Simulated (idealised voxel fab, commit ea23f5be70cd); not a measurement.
The name of this process module is voxel transistor to metal.
FYI the section here is cut, 215 nm wide, cells are 5 nm squares.
Bands, listed from the top down, are how a cross-section gets written in this document; the cross-section itself is a grid of square cells, and a band is one or more rows of them. Band: top height; bottom height; in nm. Then, left to right: material with width in nm, for each material. "edge to edge": a single material spanning edge to edge. "blank": empty space. Height datum 0, below which the as-received substrate wafer is one material. Lowest band open at the bottom, running downward: "0 -> down". Note: "30->40" means the width goes from the first number (top row of the band) to the second number (bottom row) in equal steps per row of cells. "nothing different" for a step: no cell of the cross-section changed in that step. Each empty space that has no open way to the top and spans at least 8 cells appears under "Closed void catalog" as width x height at distance, the distance counted from the left edge, all in nm. If you see something after the settings on a step's line, that's the simulator's own remark about that step. "overlay nm" answers the question of how far to the right of plan the mask lay on a step that has a mask, and when it is negative the answer is to the left. Pairs from here to the end. Each: cross-section before one process step, cross-section after it, the latter only as far down as the lowest band that changed. Under each: the step between, and its settings. Mind that the pairs may be taken from different runs of this module on the same starting wafer; whether a pair continues from the pair above depends on its entry headed "Before-step section", and it does only where that entry says so.

# Before-step section
  50 -> 40 | blank 85; SiN 45; blank 85
  40 -> 25 | blank 85; SiN 10; SiCN 25; SiN 10; blank 85
  25 -> 10 | blank 85; SiN 10; polySi 25; SiN 10; blank 85
  10 -> 0 | SiN 95; polySi 25; SiN 95
  0 -> -5 | SiO2 edge to edge
  -5 -> -30 | SiO2 55; Si 105; SiO2 55
  -30 -> down | Si edge to edge
  Closed void catalog: none

# Post-Step Snapshot
  45 -> 40 | blank 85; SiN 45; blank 85
  40 -> 25 | blank 85; SiN 10; SiCN 25; SiN 10; blank 85
  25 -> 5 | blank 85; SiN 10; polySi 25; SiN 10; blank 85
  Under the height 5 nothing was changed.
  Closed void catalog: none
Which operation lies between the before and after views above? DIRECTIONAL_ETCH,etch materials SiN,depth nm 5

Before-step section: the wafer arrives at this step looking as the after cross-section in the pair just above shows it.

# Post-Step Snapshot
  55 -> 45 | SiO2 edge to edge
  45 -> 40 | SiO2 85; SiN 45; SiO2 85
  40 -> 25 | SiO2 85; SiN 10; SiCN 25; SiN 10; SiO2 85
  25 -> 5 | SiO2 85; SiN 10; polySi 25; SiN 10; SiO2 85
  Under the height 5 nothing was changed.
  Closed void catalog: none
Which operation lies between the before and after views above? FILL_DEP,material SiO2,thk nm 10

Before-step section: the wafer arrives at this step looking as the after cross-section in the pair just above shows it.

# Post-Step Snapshot
  25 -> 5 | SiO2 85; SiN 10; polySi 25; SiN 10; SiO2 85
  Under the height 5 nothing was changed.
  Closed void catalog: none
Which operation lies between the before and after views above? CMP,height nm 25

Before-step section: the wafer arrives at this step looking as the after cross-section in the pair just above shows it.

# Post-Step Snapshot
  25 -> 5 | SiO2 85; SiN 10; blank 25; SiN 10; SiO2 85
  5 -> 0 | SiN 95; blank 25; SiN 95
  Under the height 0 nothing was changed.
  Closed void catalog: none
Which operation lies between the before and after views above? STRIP,etch materials polySi

Before-step section: the wafer arrives at this step looking as the after cross-section in the pair just above shows it.

# Post-Step Snapshot
  25 -> 20 | blank 85; SiN 10; blank 25; SiN 10; blank 85
  20 -> 5 | SiO2 85; SiN 10; blank 25; SiN 10; SiO2 85
  5 -> 0 | SiN 95; blank 25; SiN 95
  0 -> -5 | SiO2 90; blank 35; SiO2 90
  Under the height -5 nothing was changed.
  Closed void catalog: none
Which operation lies between the before and after views above? SELECTIVE_ETCH,etch materials SiO2,depth nm 5

Before-step section: the wafer arrives at this step looking as the after cross-section in the pair just above shows it.

# Post-Step Snapshot
  30 -> 25 | blank 80; HfO2 20; blank 15; HfO2 20; blank 80
  25 -> 20 | HfO2 85; SiN 10; HfO2 5; blank 15; HfO2 5; SiN 10; HfO2 85
  20 -> 5 | SiO2 85; SiN 10; HfO2 5; blank 15; HfO2 5; SiN 10; SiO2 85
  5 -> 0 | SiN 95; HfO2 5; blank 15; HfO2 5; SiN 95
  0 -> -5 | SiO2 90; HfO2 35; SiO2 90
  Under the height -5 nothing was changed.
  Closed void catalog: none
Which operation lies between the before and after views above? CONFORMAL_DEP,material HfO2,thk nm 5

Before-step section: the wafer arrives at this step looking as the after cross-section in the pair just above shows it.

# Post-Step Snapshot
  35 -> 30 | blank 75; TiN 30; blank 5; TiN 30; blank 75
  30 -> 25 | TiN 80; HfO2 20; TiN 5; blank 5; TiN 5; HfO2 20; TiN 80
  25 -> 20 | HfO2 85; SiN 10; HfO2 5; TiN 5; blank 5; TiN 5; HfO2 5; SiN 10; HfO2 85
  20 -> 5 | SiO2 85; SiN 10; HfO2 5; TiN 5; blank 5; TiN 5; HfO2 5; SiN 10; SiO2 85
  5 -> 0 | SiN 95; HfO2 5; TiN 15; HfO2 5; SiN 95
  Under the height 0 nothing was changed.
  Closed void catalog: none
Which operation lies between the before and after views above? CONFORMAL_DEP,material TiN,thk nm 5

Before-step section: the wafer arrives at this step looking as the after cross-section in the pair just above shows it.

# Post-Step Snapshot
  45 -> 35 | W edge to edge
  35 -> 30 | W 75; TiN 30; W 5; TiN 30; W 75
  30 -> 25 | TiN 80; HfO2 20; TiN 5; W 5; TiN 5; HfO2 20; TiN 80
  25 -> 20 | HfO2 85; SiN 10; HfO2 5; TiN 5; W 5; TiN 5; HfO2 5; SiN 10; HfO2 85
  20 -> 5 | SiO2 85; SiN 10; HfO2 5; TiN 5; W 5; TiN 5; HfO2 5; SiN 10; SiO2 85
  Under the height 5 nothing was changed.
  Closed void catalog: none
Which operation lies between the before and after views above? FILL_DEP,material W,thk nm 10

Before-step section: the wafer arrives at this step looking as the after cross-section in the pair just above shows it.

# Post-Step Snapshot
  20 -> 5 | SiO2 85; SiN 10; HfO2 5; TiN 5; W 5; TiN 5; HfO2 5; SiN 10; SiO2 85
  Under the height 5 nothing was changed.
  Closed void catalog: none
Which operation lies between the before and after views above? CMP,height nm 20

Before-step section: the wafer arrives at this step looking as the after cross-section in the pair just above shows it.

# Post-Step Snapshot
  35 -> 20 | SiO2 edge to edge
  Under the height 20 nothing was changed.
  Closed void catalog: none
Which operation lies between the before and after views above? DIRECTIONAL_DEP,material SiO2,thk nm 15

Before-step section: the wafer arrives at this step looking as the after cross-section in the pair just above shows it.

# Post-Step Snapshot
  50 -> 35 | aC edge to edge
  Under the height 35 nothing was changed.
  Closed void catalog: none
Which operation lies between the before and after views above? DIRECTIONAL_DEP,material aC,thk nm 15

Before-step section: the wafer arrives at this step looking as the after cross-section in the pair just above shows it.

# Post-Step Snapshot
  85 -> 50 | resist 60; blank 20; resist 55; blank 20; resist 60
  Under the height 50 nothing was changed.
  Closed void catalog: none
Which operation lies between the before and after views above? PATTERN,tone open,mask id CONTACT,material resist,width nm 20,pitch nm 75,thk nm 35,overlay nm 0

Before-step section: the wafer arrives at this step looking as the after cross-section in the pair just above shows it.

# Post-Step Snapshot
  70 -> 50 | resist 60; blank 20; resist 55; blank 20; resist 60
  50 -> 35 | aC 60; blank 20; aC 55; blank 20; aC 60
  Under the height 35 nothing was changed.
  Closed void catalog: none
Which operation lies between the before and after views above? DIRECTIONAL_ETCH,etch materials aC,depth nm 15

Before-step section: the wafer arrives at this step looking as the after cross-section in the pair just above shows it.

# Post-Step Snapshot
  50 -> 35 | aC 60; blank 20; aC 55; blank 20; aC 60
  Under the height 35 nothing was changed.
  Closed void catalog: none
Which operation lies between the before and after views above? STRIP,etch materials resist

Before-step section: the wafer arrives at this step looking as the after cross-section in the pair just above shows it.

# Post-Step Snapshot
  50 -> 35 | aC 60; blank 20; aC 55; blank 20; aC 60
  35 -> 20 | SiO2 60; blank 20; SiO2 55; blank 20; SiO2 60
  20 -> 5 | SiO2 60; blank 20; SiO2 5; SiN 10; HfO2 5; TiN 5; W 5; TiN 5; HfO2 5; SiN 10; SiO2 5; blank 20; SiO2 60
  Under the height 5 nothing was changed.
  Closed void catalog: none
Which operation lies between the before and after views above? DIRECTIONAL_ETCH,etch materials SiO2,depth nm 40

Before-step section: the wafer arrives at this step looking as the after cross-section in the pair just above shows it.

# Post-Step Snapshot
  35 -> 20 | SiO2 60; blank 20; SiO2 55; blank 20; SiO2 60
  Under the height 20 nothing was changed.
  Closed void catalog: none
Which operation lies between the before and after views above? STRIP,etch materials aC

Before-step section: the wafer arrives at this step looking as the after cross-section in the pair just above shows it.

# Post-Step Snapshot
  40 -> 35 | TiN 65; blank 10; TiN 65; blank 10; TiN 65
  35 -> 20 | SiO2 60; TiN 5; blank 10; TiN 5; SiO2 55; TiN 5; blank 10; TiN 5; SiO2 60
  20 -> 10 | SiO2 60; TiN 5; blank 10; TiN 5; SiO2 5; SiN 10; HfO2 5; TiN 5; W 5; TiN 5; HfO2 5; SiN 10; SiO2 5; TiN 5; blank 10; TiN 5; SiO2 60
  10 -> 5 | SiO2 60; TiN 20; SiO2 5; SiN 10; HfO2 5; TiN 5; W 5; TiN 5; HfO2 5; SiN 10; SiO2 5; TiN 20; SiO2 60
  Under the height 5 nothing was changed.
  Closed void catalog: none
Which operation lies between the before and after views above? CONFORMAL_DEP,material TiN,thk nm 5

Before-step section: the wafer arrives at this step looking as the after cross-section in the pair just above shows it.

# Post-Step Snapshot
  50 -> 40 | W edge to edge
  40 -> 35 | TiN 65; W 10; TiN 65; W 10; TiN 65
  35 -> 20 | SiO2 60; TiN 5; W 10; TiN 5; SiO2 55; TiN 5; W 10; TiN 5; SiO2 60
  20 -> 10 | SiO2 60; TiN 5; W 10; TiN 5; SiO2 5; SiN 10; HfO2 5; TiN 5; W 5; TiN 5; HfO2 5; SiN 10; SiO2 5; TiN 5; W 10; TiN 5; SiO2 60
  Under the height 10 nothing was changed.
  Closed void catalog: none
Which operation lies between the before and after views above? FILL_DEP,material W,thk nm 10

Before-step section: the wafer arrives at this step looking as the after cross-section in the pair just above shows it.

# Post-Step Snapshot
  35 -> 20 | SiO2 60; TiN 5; W 10; TiN 5; SiO2 55; TiN 5; W 10; TiN 5; SiO2 60
  Under the height 20 nothing was changed.
  Closed void catalog: none
Which operation lies between the before and after views above? CMP,height nm 35

Before-step section: the wafer arrives at this step looking as the after cross-section in the pair just above shows it.

# Post-Step Snapshot
  40 -> 35 | TiN edge to edge
  Under the height 35 nothing was changed.
  Closed void catalog: none
Which operation lies between the before and after views above? DIRECTIONAL_DEP,material TiN,thk nm 5

Before-step section: the wafer arrives at this step looking as the after cross-section in the pair just above shows it.

# Post-Step Snapshot
  65 -> 40 | W edge to edge
  Under the height 40 nothing was changed.
  Closed void catalog: none
Which operation lies between the before and after views above? DIRECTIONAL_DEP,material W,thk nm 25

Before-step section: the wafer arrives at this step looking as the after cross-section in the pair just above shows it.

# Post-Step Snapshot
  75 -> 65 | aC edge to edge
  Under the height 65 nothing was changed.
  Closed void catalog: none
Which operation lies between the before and after views above? DIRECTIONAL_DEP,material aC,thk nm 10

Before-step section: the wafer arrives at this step looking as the after cross-section in the pair just above shows it.

# Post-Step Snapshot
  100 -> 75 | blank 60; resist 20; blank 55; resist 20; blank 60
  Under the height 75 nothing was changed.
  Closed void catalog: none
Which operation lies between the before and after views above? PATTERN,tone cover,mask id METAL_1,material resist,width nm 20,pitch nm 75,thk nm 25,overlay nm 0

Before-step section: the wafer arrives at this step looking as the after cross-section in the pair just above shows it.

# Post-Step Snapshot
  90 -> 75 | blank 60; resist 20; blank 55; resist 20; blank 60
  75 -> 65 | blank 60; aC 20; blank 55; aC 20; blank 60
  Under the height 65 nothing was changed.
  Closed void catalog: none
Which operation lies between the before and after views above? DIRECTIONAL_ETCH,etch materials aC,depth nm 10

Before-step section: the wafer arrives at this step looking as the after cross-section in the pair just above shows it.

# Post-Step Snapshot
  75 -> 65 | blank 60; aC 20; blank 55; aC 20; blank 60
  Under the height 65 nothing was changed.
  Closed void catalog: none
Which operation lies between the before and after views above? STRIP,etch materials resist

Before-step section: the wafer arrives at this step looking as the after cross-section in the pair just above shows it.

# Post-Step Snapshot
  75 -> 65 | blank 60; aC 20; blank 55; aC 20; blank 60
  65 -> 40 | blank 60; W 20; blank 55; W 20; blank 60
  Under the height 40 nothing was changed.
  Closed void catalog: none
Which operation lies between the before and after views above? DIRECTIONAL_ETCH,etch materials W,depth nm 25

Before-step section: the wafer arrives at this step looking as the after cross-section in the pair just above shows it.

# Post-Step Snapshot
  75 -> 65 | blank 60; aC 20; blank 55; aC 20; blank 60
  65 -> 40 | blank 60; W 20; blank 55; W 20; blank 60
  40 -> 35 | blank 60; TiN 20; blank 55; TiN 20; blank 60
  Under the height 35 nothing was changed.
  Closed void catalog: none
Which operation lies between the before and after views above? DIRECTIONAL_ETCH,etch materials TiN,depth nm 5

Before-step section: the wafer arrives at this step looking as the after cross-section in the pair just above shows it.

# Post-Step Snapshot
  65 -> 40 | blank 60; W 20; blank 55; W 20; blank 60
  Under the height 40 nothing was changed.
  Closed void catalog: none
Which operation lies between the before and after views above? STRIP,etch materials aC

Before-step section: the wafer arrives at this step looking as the after cross-section in the pair just above shows it.

# Post-Step Snapshot
  75 -> 65 | SiO2 edge to edge
  65 -> 40 | SiO2 60; W 20; SiO2 55; W 20; SiO2 60
  40 -> 35 | SiO2 60; TiN 20; SiO2 55; TiN 20; SiO2 60
  Under the height 35 nothing was changed.
  Closed void catalog: none
Which operation lies between the before and after views above? FILL_DEP,material SiO2,thk nm 10

Before-step section: the wafer arrives at this step looking as the after cross-section in the pair just above shows it.

# Post-Step Snapshot
  65 -> 40 | SiO2 60; W 20; SiO2 55; W 20; SiO2 60
  Under the height 40 nothing was changed.
  Closed void catalog: none
Which operation lies between the before and after views above? CMP,height nm 65

Before-step section: the wafer arrives at this step looking as the after cross-section in the pair just above shows it.

# Post-Step Snapshot
  70 -> 65 | SiCN edge to edge
  Under the height 65 nothing was changed.
  Closed void catalog: none
Which operation lies between the before and after views above? CONFORMAL_DEP,material SiCN,thk nm 5

Before-step section: the wafer arrives at this step looking as the after cross-section in the pair just above shows it.

# Post-Step Snapshot
  105 -> 70 | SiO2 edge to edge
  Under the height 70 nothing was changed.
  Closed void catalog: none
Which operation lies between the before and after views above? DIRECTIONAL_DEP,material SiO2,thk nm 35

Before-step section: the wafer arrives at this step looking as the after cross-section in the pair just above shows it.

# Post-Step Snapshot
  105 -> 85 | SiO2 60; blank 20; SiO2 55; blank 20; SiO2 60
  Under the height 85 nothing was changed.
  Closed void catalog: none
Which operation lies between the before and after views above? MASKED_ETCH,tone open,mask id METAL_2,width nm 20,pitch nm 75,etch materials SiO2,depth nm 20,overlay nm 0

Before-step section: the wafer arrives at this step looking as the after cross-section in the pair just above shows it.

# Post-Step Snapshot
  125 -> 105 | resist 60; blank 15; resist 60; blank 15; resist 65
  105 -> 85 | SiO2 60; blank 15; resist 5; SiO2 55; blank 15; resist 5; SiO2 60
  Under the height 85 nothing was changed.
  Closed void catalog: none
Which operation lies between the before and after views above? PATTERN,tone open,mask id METAL_2_HOLES,material resist,width nm 15,pitch nm 75,thk nm 20,overlay nm 0

Before-step section: the wafer arrives at this step looking as the after cross-section in the pair just above shows it.

# Post-Step Snapshot
  125 -> 105 | resist 60; blank 15; resist 60; blank 15; resist 65
  105 -> 85 | SiO2 60; blank 15; resist 5; SiO2 55; blank 15; resist 5; SiO2 60
  85 -> 70 | SiO2 60; blank 15; SiO2 60; blank 15; SiO2 65
  Under the height 70 nothing was changed.
  Closed void catalog: none
Which operation lies between the before and after views above? DIRECTIONAL_ETCH,etch materials SiO2,depth nm 15

Before-step section: the wafer arrives at this step looking as the after cross-section in the pair just above shows it.

# Post-Step Snapshot
  125 -> 105 | resist 60; blank 15; resist 60; blank 15; resist 65
  105 -> 85 | SiO2 60; blank 15; resist 5; SiO2 55; blank 15; resist 5; SiO2 60
  85 -> 70 | SiO2 60; blank 15; SiO2 60; blank 15; SiO2 65
  70 -> 65 | SiCN 60; blank 15; SiCN 60; blank 15; SiCN 65
  Under the height 65 nothing was changed.
  Closed void catalog: none
Which operation lies between the before and after views above? DIRECTIONAL_ETCH,etch materials SiCN,depth nm 5

Before-step section: the wafer arrives at this step looking as the after cross-section in the pair just above shows it.

# Post-Step Snapshot
  105 -> 85 | SiO2 60; blank 20; SiO2 55; blank 20; SiO2 60
  Under the height 85 nothing was changed.
  Closed void catalog: none
Which operation lies between the before and after views above? STRIP,etch materials resist

Before-step section: the wafer arrives at this step looking as the after cross-section in the pair just above shows it.

# Post-Step Snapshot
  110 -> 105 | TiN 65; blank 10; TiN 65; blank 10; TiN 65
  105 -> 90 | SiO2 60; TiN 5; blank 10; TiN 5; SiO2 55; TiN 5; blank 10; TiN 5; SiO2 60
  90 -> 85 | SiO2 60; TiN 5; blank 5; TiN 10; SiO2 55; TiN 5; blank 5; TiN 10; SiO2 60
  85 -> 70 | SiO2 60; TiN 5; blank 5; TiN 5; SiO2 60; TiN 5; blank 5; TiN 5; SiO2 65
  70 -> 65 | SiCN 60; TiN 15; SiCN 60; TiN 15; SiCN 65
  Under the height 65 nothing was changed.
  Closed void catalog: none
Which operation lies between the before and after views above? CONFORMAL_DEP,material TiN,thk nm 5

Before-step section: the wafer arrives at this step looking as the after cross-section in the pair just above shows it.

# Post-Step Snapshot
  115 -> 110 | Ru edge to edge
  110 -> 105 | TiN 65; Ru 10; TiN 65; Ru 10; TiN 65
  105 -> 90 | SiO2 60; TiN 5; Ru 10; TiN 5; SiO2 55; TiN 5; Ru 10; TiN 5; SiO2 60
  90 -> 85 | SiO2 60; TiN 5; Ru 5; TiN 10; SiO2 55; TiN 5; Ru 5; TiN 10; SiO2 60
  85 -> 70 | SiO2 60; TiN 5; Ru 5; TiN 5; SiO2 60; TiN 5; Ru 5; TiN 5; SiO2 65
  Under the height 70 nothing was changed.
  Closed void catalog: none
Which operation lies between the before and after views above? FILL_DEP,material Ru,thk nm 5

Before-step section: the wafer arrives at this step looking as the after cross-section in the pair just above shows it.

# Post-Step Snapshot
  105 -> 90 | SiO2 60; TiN 5; Ru 10; TiN 5; SiO2 55; TiN 5; Ru 10; TiN 5; SiO2 60
  Under the height 90 nothing was changed.
  Closed void catalog: none
Which operation lies between the before and after views above? CMP,height nm 105

Before-step section: the wafer arrives at this step looking as the after cross-section in the pair just above shows it.

# Post-Step Snapshot
  110 -> 105 | SiN edge to edge
  Under the height 105 nothing was changed.
  Closed void catalog: none
Which operation lies between the before and after views above? CONFORMAL_DEP,material SiN,thk nm 5

# Before-step section
  30 -> 15 | aC edge to edge
  15 -> 5 | SiN edge to edge
  5 -> 0 | SiO2 edge to edge
  0 -> down | Si edge to edge
  Closed void catalog: none

# Post-Step Snapshot
  60 -> 30 | blank 55; resist 110; blank 50
  Under the height 30 nothing was changed.
  Closed void catalog: none
Which operation lies between the before and after views above? PATTERN,tone cover,mask id ACTIVE,material resist,width nm 110,thk nm 30,overlay nm 0

Before-step section: the wafer arrives at this step looking as the after cross-section in the pair just above shows it.

# Post-Step Snapshot
  45 -> 30 | blank 55; resist 110; blank 50
  30 -> 15 | blank 55; aC 110; blank 50
  Under the height 15 nothing was changed.
  Closed void catalog: none
Which operation lies between the before and after views above? DIRECTIONAL_ETCH,etch materials aC,depth nm 15

Before-step section: the wafer arrives at this step looking as the after cross-section in the pair just above shows it.

# Post-Step Snapshot
  30 -> 15 | blank 55; aC 110; blank 50
  Under the height 15 nothing was changed.
  Closed void catalog: none
Which operation lies between the before and after views above? STRIP,etch materials resist

Before-step section: the wafer arrives at this step looking as the after cross-section in the pair just above shows it.

# Post-Step Snapshot
  30 -> 15 | blank 55; aC 110; blank 50
  15 -> 5 | blank 55; SiN 110; blank 50
  Under the height 5 nothing was changed.
  Closed void catalog: none
Which operation lies between the before and after views above? DIRECTIONAL_ETCH,etch materials SiN,depth nm 10

Before-step section: the wafer arrives at this step looking as the after cross-section in the pair just above shows it.

# Post-Step Snapshot
  30 -> 15 | blank 55; aC 110; blank 50
  15 -> 5 | blank 55; SiN 110; blank 50
  5 -> 0 | blank 55; SiO2 110; blank 50
  Under the height 0 nothing was changed.
  Closed void catalog: none
Which operation lies between the before and after views above? DIRECTIONAL_ETCH,etch materials SiO2,depth nm 5

Before-step section: the wafer arrives at this step looking as the after cross-section in the pair just above shows it.

# Post-Step Snapshot
  30 -> 15 | blank 55; aC 110; blank 50
  15 -> 5 | blank 55; SiN 110; blank 50
  5 -> 0 | blank 55; SiO2 110; blank 50
  0 -> -25 | blank 55; Si 110; blank 50
  Under the height -25 nothing was changed.
  Closed void catalog: none
Which operation lies between the before and after views above? DIRECTIONAL_ETCH,etch materials Si,depth nm 25

Before-step section: the wafer arrives at this step looking as the after cross-section in the pair just above shows it.

# Post-Step Snapshot
  15 -> 5 | blank 55; SiN 110; blank 50
  Under the height 5 nothing was changed.
  Closed void catalog: none
Which operation lies between the before and after views above? STRIP,etch materials aC

Before-step section: the wafer arrives at this step looking as the after cross-section in the pair just above shows it.

# Post-Step Snapshot
  15 -> 5 | blank 55; SiN 110; blank 50
  5 -> 0 | blank 55; SiO2 110; blank 50
  0 -> -25 | blank 55; SiO2 5; Si 100; SiO2 5; blank 50
  -25 -> -30 | SiO2 60; Si 100; SiO2 55
  Under the height -30 nothing was changed.
  Closed void catalog: none
Which operation lies between the before and after views above? OXIDIZE,depth nm 5

Before-step section: the wafer arrives at this step looking as the after cross-section in the pair just above shows it.

# Post-Step Snapshot
  30 -> 15 | SiO2 edge to edge
  15 -> 5 | SiO2 55; SiN 110; SiO2 50
  5 -> 0 | SiO2 edge to edge
  0 -> -30 | SiO2 60; Si 100; SiO2 55
  Under the height -30 nothing was changed.
  Closed void catalog: none
Which operation lies between the before and after views above? FILL_DEP,material SiO2,thk nm 15

Before-step section: the wafer arrives at this step looking as the after cross-section in the pair just above shows it.

# Post-Step Snapshot
  15 -> 5 | SiO2 55; SiN 110; SiO2 50
  Under the height 5 nothing was changed.
  Closed void catalog: none
Which operation lies between the before and after views above? CMP,height nm 15

Before-step section: the wafer arrives at this step looking as the after cross-section in the pair just above shows it.

# Post-Step Snapshot
  15 -> 5 | blank 55; SiN 110; blank 50
  Under the height 5 nothing was changed.
  Closed void catalog: none
Which operation lies between the before and after views above? SELECTIVE_ETCH,etch materials SiO2,depth nm 10

Before-step section: the wafer arrives at this step looking as the after cross-section in the pair just above shows it.

# Post-Step Snapshot
  5 -> 0 | SiO2 edge to edge
  Under the height 0 nothing was changed.
  Closed void catalog: none
Which operation lies between the before and after views above? STRIP,etch materials SiN

Before-step section: the wafer arrives at this step looking as the after cross-section in the pair just above shows it.

# Post-Step Snapshot
  0 -> -30 | SiO2 60; Si 100; SiO2 55
  Under the height -30 nothing was changed.
  Closed void catalog: none
Which operation lies between the before and after views above? SELECTIVE_ETCH,etch materials SiO2,depth nm 5

Before-step section: the wafer arrives at this step looking as the after cross-section in the pair just above shows it.

# Post-Step Snapshot
  0 -> -5 | SiO2 edge to edge
  Under the height -5 nothing was changed.
  Closed void catalog: none
Which operation lies between the before and after views above? OXIDIZE,depth nm 5

Before-step section: the wafer arrives at this step looking as the after cross-section in the pair just above shows it.

# Post-Step Snapshot
  25 -> 0 | polySi edge to edge
  Under the height 0 nothing was changed.
  Closed void catalog: none
Which operation lies between the before and after views above? DIRECTIONAL_DEP,material polySi,thk nm 25

Before-step section: the wafer arrives at this step looking as the after cross-section in the pair just above shows it.

# Post-Step Snapshot
  40 -> 25 | SiCN edge to edge
  Under the height 25 nothing was changed.
  Closed void catalog: none
Which operation lies between the before and after views above? DIRECTIONAL_DEP,material SiCN,thk nm 15

Before-step section: the wafer arrives at this step looking as the after cross-section in the pair just above shows it.

# Post-Step Snapshot
  55 -> 40 | aC edge to edge
  Under the height 40 nothing was changed.
  Closed void catalog: none
Which operation lies between the before and after views above? DIRECTIONAL_DEP,material aC,thk nm 15

Before-step section: the wafer arrives at this step looking as the after cross-section in the pair just above shows it.

# Post-Step Snapshot
  90 -> 55 | blank 95; resist 25; blank 95
  Under the height 55 nothing was changed.
  Closed void catalog: none
Which operation lies between the before and after views above? PATTERN,tone cover,mask id GATE,material resist,width nm 25,thk nm 35,overlay nm 0

Before-step section: the wafer arrives at this step looking as the after cross-section in the pair just above shows it.

# Post-Step Snapshot
  75 -> 55 | blank 95; resist 25; blank 95
  55 -> 40 | blank 95; aC 25; blank 95
  Under the height 40 nothing was changed.
  Closed void catalog: none
Which operation lies between the before and after views above? DIRECTIONAL_ETCH,etch materials aC,depth nm 15

Before-step section: the wafer arrives at this step looking as the after cross-section in the pair just above shows it.

# Post-Step Snapshot
  55 -> 40 | blank 95; aC 25; blank 95
  Under the height 40 nothing was changed.
  Closed void catalog: none
Which operation lies between the before and after views above? STRIP,etch materials resist

Before-step section: the wafer arrives at this step looking as the after cross-section in the pair just above shows it.

# Post-Step Snapshot
  55 -> 40 | blank 95; aC 25; blank 95
  40 -> 25 | blank 95; SiCN 25; blank 95
  Under the height 25 nothing was changed.
  Closed void catalog: none
Which operation lies between the before and after views above? DIRECTIONAL_ETCH,etch materials SiCN,depth nm 25

Before-step section: the wafer arrives at this step looking as the after cross-section in the pair just above shows it.

# Post-Step Snapshot
  55 -> 40 | blank 95; aC 25; blank 95
  40 -> 25 | blank 95; SiCN 25; blank 95
  25 -> 0 | blank 95; polySi 25; blank 95
  Under the height 0 nothing was changed.
  Closed void catalog: none
Which operation lies between the before and after views above? DIRECTIONAL_ETCH,etch materials polySi,depth nm 35

Before-step section: the wafer arrives at this step looking as the after cross-section in the pair just above shows it.

# Post-Step Snapshot
  40 -> 25 | blank 95; SiCN 25; blank 95
  Under the height 25 nothing was changed.
  Closed void catalog: none
Which operation lies between the before and after views above? STRIP,etch materials aC

Before-step section: the wafer arrives at this step looking as the after cross-section in the pair just above shows it.

# Post-Step Snapshot
  50 -> 40 | blank 85; SiN 45; blank 85
  40 -> 25 | blank 85; SiN 10; SiCN 25; SiN 10; blank 85
  25 -> 10 | blank 85; SiN 10; polySi 25; SiN 10; blank 85
  10 -> 0 | SiN 95; polySi 25; SiN 95
  Under the height 0 nothing was changed.
  Closed void catalog: none
Which operation lies between the before and after views above? CONFORMAL_DEP,material SiN,thk nm 10

Before-step section: the wafer arrives at this step looking as the after cross-section in the pair just above shows it.

# Post-Step Snapshot
  40 -> 25 | blank 85; SiN 10; SiCN 25; SiN 10; blank 85
  25 -> 0 | blank 85; SiN 10; polySi 25; SiN 10; blank 85
  Under the height 0 nothing was changed.
  Closed void catalog: none
Which operation lies between the before and after views above? DIRECTIONAL_ETCH,etch materials SiN,depth nm 10

Before-step section: the wafer arrives at this step looking as the after cross-section in the pair just above shows it.

# Post-Step Snapshot
  40 -> 25 | blank 85; SiN 10; SiCN 25; SiN 10; blank 85
  25 -> 0 | blank 85; SiN 10; polySi 25; SiN 10; blank 85
  0 -> -5 | blank 85; SiO2 45; blank 85
  Under the height -5 nothing was changed.
  Closed void catalog: none
Which operation lies between the before and after views above? DIRECTIONAL_ETCH,etch materials SiO2,depth nm 5

Before-step section: the wafer arrives at this step looking as the after cross-section in the pair just above shows it.

# Post-Step Snapshot
  40 -> 25 | blank 85; SiN 10; SiCN 25; SiN 10; blank 85
  25 -> 0 | blank 85; SiN 10; polySi 25; SiN 10; blank 85
  0 -> -5 | blank 85; SiO2 45; blank 85
  -5 -> -10 | SiO2 60; blank 25; Si 45; blank 30; SiO2 55
  Under the height -10 nothing was changed.
  Closed void catalog: none
Which operation lies between the before and after views above? DIRECTIONAL_ETCH,etch materials Si,depth nm 5

Before-step section: the wafer arrives at this step looking as the after cross-section in the pair just above shows it.

# Post-Step Snapshot
  40 -> 25 | blank 85; SiN 10; SiCN 25; SiN 10; blank 85
  25 -> 0 | blank 85; SiN 10; polySi 25; SiN 10; blank 85
  0 -> -5 | blank 80; pSi 5; SiO2 45; pSi 5; blank 80
  -5 -> -10 | SiO2 60; pSi 25; Si 45; pSi 30; SiO2 55
  Under the height -10 nothing was changed.
  Closed void catalog: none
Which operation lies between the before and after views above? EPI,material pSi,thk nm 5

Before-step section: the wafer arrives at this step looking as the after cross-section in the pair just above shows it.

# Post-Step Snapshot
  50 -> 40 | SiO2 edge to edge
  40 -> 25 | SiO2 85; SiN 10; SiCN 25; SiN 10; SiO2 85
  25 -> 0 | SiO2 85; SiN 10; polySi 25; SiN 10; SiO2 85
  0 -> -5 | SiO2 80; pSi 5; SiO2 45; pSi 5; SiO2 80
  Under the height -5 nothing was changed.
  Closed void catalog: none
Which operation lies between the before and after views above? FILL_DEP,material SiO2,thk nm 10

Before-step section: the wafer arrives at this step looking as the after cross-section in the pair just above shows it.

# Post-Step Snapshot
  25 -> 0 | SiO2 85; SiN 10; polySi 25; SiN 10; SiO2 85
  Under the height 0 nothing was changed.
  Closed void catalog: none
Which operation lies between the before and after views above? CMP,height nm 25

Before-step section: the wafer arrives at this step looking as the after cross-section in the pair just above shows it.

# Post-Step Snapshot
  25 -> 0 | SiO2 85; SiN 10; blank 25; SiN 10; SiO2 85
  Under the height 0 nothing was changed.
  Closed void catalog: none
Which operation lies between the before and after views above? STRIP,etch materials polySi

Before-step section: the wafer arrives at this step looking as the after cross-section in the pair just above shows it.

# Post-Step Snapshot
  25 -> 20 | blank 85; SiN 10; blank 25; SiN 10; blank 85
  20 -> 0 | SiO2 85; SiN 10; blank 25; SiN 10; SiO2 85
  0 -> -5 | SiO2 80; pSi 5; SiO2 5; blank 35; SiO2 5; pSi 5; SiO2 80
  Under the height -5 nothing was changed.
  Closed void catalog: none
Which operation lies between the before and after views above? SELECTIVE_ETCH,etch materials SiO2,depth nm 5

Before-step section: the wafer arrives at this step looking as the after cross-section in the pair just above shows it.

# Post-Step Snapshot
  30 -> 25 | blank 80; HfO2 20; blank 15; HfO2 20; blank 80
  25 -> 20 | HfO2 85; SiN 10; HfO2 5; blank 15; HfO2 5; SiN 10; HfO2 85
  20 -> 0 | SiO2 85; SiN 10; HfO2 5; blank 15; HfO2 5; SiN 10; SiO2 85
  0 -> -5 | SiO2 80; pSi 5; SiO2 5; HfO2 35; SiO2 5; pSi 5; SiO2 80
  Under the height -5 nothing was changed.
  Closed void catalog: none
Which operation lies between the before and after views above? CONFORMAL_DEP,material HfO2,thk nm 5
